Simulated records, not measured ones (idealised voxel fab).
You're looking at the process module voxel gate over fins.
The cross-section shown here is cut; it is 235 nm wide and divided into square cells measuring 5 nm on a side.
Cross-section = grid of square cells, listed top down in bands; band = one or more rows. The band entry comprises the height of the band's top followed by the height of its bottom, expressed in nm, and subsequently the band's materials from left to right, each stated together with its width in nm. Where a single material is marked with the word "throughout", that material fills the band from edge to edge. The word "blank" represents empty space. Height 0 is the level under which the wafer as received is all one material. The lowest band goes on downwards, as in "0..down". Graded width ("30->40"): value in top row of band = first number; value in bottom row = second number; row-to-row change constant. Step marked "changes: none"? Then no cell in the cross-section changed in it. Empty spaces counting at least 8 cells and having no open way to the top are listed in "Cavities, sealed". The notation width x height at distance is used for each, the distance being from the left edge and all three values in nm. On a step's line, text after the settings is the simulator commenting on that step. overlay nm: for a step with a mask, the amount by which the mask lay right of where it was planned; a negative amount means left of it.

[This section lists the process steps that were planned]
1,RECEIVE: material Si
2,CONFORMAL_DEP: material SiN, thk nm 5
3,PATTERN: tone cover, mask id FINS, material resist, width nm 15, pitch nm 35, thk nm 15, overlay nm 0
4,DIRECTIONAL_ETCH: etch materials SiN, depth nm 5
5,DIRECTIONAL_ETCH: etch materials Si, depth nm 35
6,STRIP: etch materials resist
7,FILL_DEP: material SiO2, thk nm 5
8,CMP: height nm 5
9,SELECTIVE_ETCH: etch materials SiO2, depth nm 15
10,STRIP: etch materials SiN
11,CONFORMAL_DEP: material HfO2, thk nm 5
12,CONFORMAL_DEP: material TiN, thk nm 5
13,FILL_DEP: material W, thk nm 10
14,CMP: height nm 15
15,CONFORMAL_DEP: material SiN, thk nm 5

[So, the first of our two wafers, run just as we planned it]

[Wafer cross-section on receipt, i.e. after step 1]
0..down: Si throughout
Cavities, sealed: none

[Once step 2 is through, the wafer looks like this in cross-section]
5..0: SiN throughout
Nothing below the height 0 has changed.

[Once step 3 is through, the wafer looks like this in cross-section]
20..5: 75 of blank | 15 of resist | 20 of blank | 15 of resist | 20 of blank | 15 of resist | 75 of blank
Nothing below the height 5 has changed.

[Once step 4 is through, the wafer looks like this in cross-section]
20..5: 75 of blank | 15 of resist | 20 of blank | 15 of resist | 20 of blank | 15 of resist | 75 of blank
5..0: 75 of blank | 15 of SiN | 20 of blank | 15 of SiN | 20 of blank | 15 of SiN | 75 of blank
Nothing below the height 0 has changed.

[Once step 5 is through, the wafer looks like this in cross-section]
20..5: 75 of blank | 15 of resist | 20 of blank | 15 of resist | 20 of blank | 15 of resist | 75 of blank
5..0: 75 of blank | 15 of SiN | 20 of blank | 15 of SiN | 20 of blank | 15 of SiN | 75 of blank
0..-35: 75 of blank | 15 of Si | 20 of blank | 15 of Si | 20 of blank | 15 of Si | 75 of blank
Nothing below the height -35 has changed.

[Once step 6 is through, the wafer looks like this in cross-section]
5..0: 75 of blank | 15 of SiN | 20 of blank | 15 of SiN | 20 of blank | 15 of SiN | 75 of blank
Nothing below the height 0 has changed.

[Once step 7 is through, the wafer looks like this in cross-section]
10..5: SiO2 throughout
5..0: 75 of SiO2 | 15 of SiN | 20 of SiO2 | 15 of SiN | 20 of SiO2 | 15 of SiN | 75 of SiO2
0..-35: 75 of SiO2 | 15 of Si | 20 of SiO2 | 15 of Si | 20 of SiO2 | 15 of Si | 75 of SiO2
Nothing below the height -35 has changed.

[Once step 8 is through, the wafer looks like this in cross-section]
5..0: 75 of SiO2 | 15 of SiN | 20 of SiO2 | 15 of SiN | 20 of SiO2 | 15 of SiN | 75 of SiO2
Nothing below the height 0 has changed.

[Once step 9 is through, the wafer looks like this in cross-section]
5..0: 75 of blank | 15 of SiN | 20 of blank | 15 of SiN | 20 of blank | 15 of SiN | 75 of blank
0..-10: 75 of blank | 15 of Si | 20 of blank | 15 of Si | 20 of blank | 15 of Si | 75 of blank
Nothing below the height -10 has changed.

[Once step 10 is through, the wafer looks like this in cross-section]
0..-10: 75 of blank | 15 of Si | 20 of blank | 15 of Si | 20 of blank | 15 of Si | 75 of blank
Nothing below the height -10 has changed.

[Once step 11 is through, the wafer looks like this in cross-section]
5..0: 70 of blank | 25 of HfO2 | 10 of blank | 25 of HfO2 | 10 of blank | 25 of HfO2 | 70 of blank
0..-5: 70 of blank | 5 of HfO2 | 15 of Si | 5 of HfO2 | 10 of blank | 5 of HfO2 | 15 of Si | 5 of HfO2 | 10 of blank | 5 of HfO2 | 15 of Si | 5 of HfO2 | 70 of blank
-5..-10: 75 of HfO2 | 15 of Si | 20 of HfO2 | 15 of Si | 20 of HfO2 | 15 of Si | 75 of HfO2
Nothing below the height -10 has changed.

[Once step 12 is through, the wafer looks like this in cross-section]
10..5: 65 of blank | 105 of TiN | 65 of blank
5..0: 65 of blank | 5 of TiN | 25 of HfO2 | 10 of TiN | 25 of HfO2 | 10 of TiN | 25 of HfO2 | 5 of TiN | 65 of blank
0..-5: 70 of TiN | 5 of HfO2 | 15 of Si | 5 of HfO2 | 10 of TiN | 5 of HfO2 | 15 of Si | 5 of HfO2 | 10 of TiN | 5 of HfO2 | 15 of Si | 5 of HfO2 | 70 of TiN
Nothing below the height -5 has changed.

[Once step 13 is through, the wafer looks like this in cross-section]
20..10: W throughout
10..5: 65 of W | 105 of TiN | 65 of W
5..0: 65 of W | 5 of TiN | 25 of HfO2 | 10 of TiN | 25 of HfO2 | 10 of TiN | 25 of HfO2 | 5 of TiN | 65 of W
Nothing below the height 0 has changed.

[Once step 14 is through, the wafer looks like this in cross-section]
15..10: W throughout
Nothing below the height 10 has changed.

[Once step 15 is through, the wafer looks like this in cross-section]
20..15: SiN throughout
Nothing below the height 15 has changed.

[What follows concerns the second wafer, which started out like the first and was meant to follow the very same plan; one mistake crept in when it was run, but everything up to and including step 2 is the same as for the first wafer]

[Second wafer shown in cross-section at the time step 3 was slated to end]
20..5: 75 of resist | 15 of blank | 20 of resist | 15 of blank | 20 of resist | 15 of blank | 75 of resist
Nothing below the height 5 has changed.

[Second wafer shown in cross-section at the time step 4 was slated to end]
20..5: 75 of resist | 15 of blank | 20 of resist | 15 of blank | 20 of resist | 15 of blank | 75 of resist
5..0: 75 of SiN | 15 of blank | 20 of SiN | 15 of blank | 20 of SiN | 15 of blank | 75 of SiN
Nothing below the height 0 has changed.

[Second wafer shown in cross-section at the time step 5 was slated to end]
20..5: 75 of resist | 15 of blank | 20 of resist | 15 of blank | 20 of resist | 15 of blank | 75 of resist
5..0: 75 of SiN | 15 of blank | 20 of SiN | 15 of blank | 20 of SiN | 15 of blank | 75 of SiN
0..-35: 75 of Si | 15 of blank | 20 of Si | 15 of blank | 20 of Si | 15 of blank | 75 of Si
Nothing below the height -35 has changed.

[Second wafer shown in cross-section at the time step 6 was slated to end]
5..0: 75 of SiN | 15 of blank | 20 of SiN | 15 of blank | 20 of SiN | 15 of blank | 75 of SiN
Nothing below the height 0 has changed.

[Second wafer shown in cross-section at the time step 7 was slated to end]
10..5: SiO2 throughout
5..0: 75 of SiN | 15 of SiO2 | 20 of SiN | 15 of SiO2 | 20 of SiN | 15 of SiO2 | 75 of SiN
0..-35: 75 of Si | 15 of SiO2 | 20 of Si | 15 of SiO2 | 20 of Si | 15 of SiO2 | 75 of Si
Nothing below the height -35 has changed.

[Second wafer shown in cross-section at the time step 8 was slated to end]
5..0: 75 of SiN | 15 of SiO2 | 20 of SiN | 15 of SiO2 | 20 of SiN | 15 of SiO2 | 75 of SiN
Nothing below the height 0 has changed.

[Second wafer shown in cross-section at the time step 9 was slated to end]
5..0: 75 of SiN | 15 of blank | 20 of SiN | 15 of blank | 20 of SiN | 15 of blank | 75 of SiN
0..-10: 75 of Si | 15 of blank | 20 of Si | 15 of blank | 20 of Si | 15 of blank | 75 of Si
Nothing below the height -10 has changed.

[Second wafer shown in cross-section at the time step 10 was slated to end]
0..-10: 75 of Si | 15 of blank | 20 of Si | 15 of blank | 20 of Si | 15 of blank | 75 of Si
Nothing below the height -10 has changed.

[Second wafer shown in cross-section at the time step 11 was slated to end]
5..0: 80 of HfO2 | 5 of blank | 30 of HfO2 | 5 of blank | 30 of HfO2 | 5 of blank | 80 of HfO2
0..-5: 75 of Si | 5 of HfO2 | 5 of blank | 5 of HfO2 | 20 of Si | 5 of HfO2 | 5 of blank | 5 of HfO2 | 20 of Si | 5 of HfO2 | 5 of blank | 5 of HfO2 | 75 of Si
-5..-10: 75 of Si | 15 of HfO2 | 20 of Si | 15 of HfO2 | 20 of Si | 15 of HfO2 | 75 of Si
Nothing below the height -10 has changed.

[Second wafer shown in cross-section at the time step 12 was slated to end]
10..5: TiN throughout
5..0: 80 of HfO2 | 5 of TiN | 30 of HfO2 | 5 of TiN | 30 of HfO2 | 5 of TiN | 80 of HfO2
0..-5: 75 of Si | 5 of HfO2 | 5 of TiN | 5 of HfO2 | 20 of Si | 5 of HfO2 | 5 of TiN | 5 of HfO2 | 20 of Si | 5 of HfO2 | 5 of TiN | 5 of HfO2 | 75 of Si
Nothing below the height -5 has changed.

[Second wafer shown in cross-section at the time step 13 was slated to end]
20..10: W throughout
Nothing below the height 10 has changed.

[Second wafer shown in cross-section at the time step 14 was slated to end]
15..10: W throughout
Nothing below the height 10 has changed.

[Second wafer shown in cross-section at the time step 15 was slated to end]
20..15: SiN throughout
Nothing below the height 15 has changed.
Error vs. plan: step 3 ran as: PATTERN: tone open, mask id FINS, material resist, width nm 15, pitch nm 35, thk nm 15, overlay nm 0
Wafer comparison, final, in cells, second relative to first, materials more or fewer: Si: 203 more | SiO2: 145 fewer | TiN: 6 fewer | W: 52 fewer
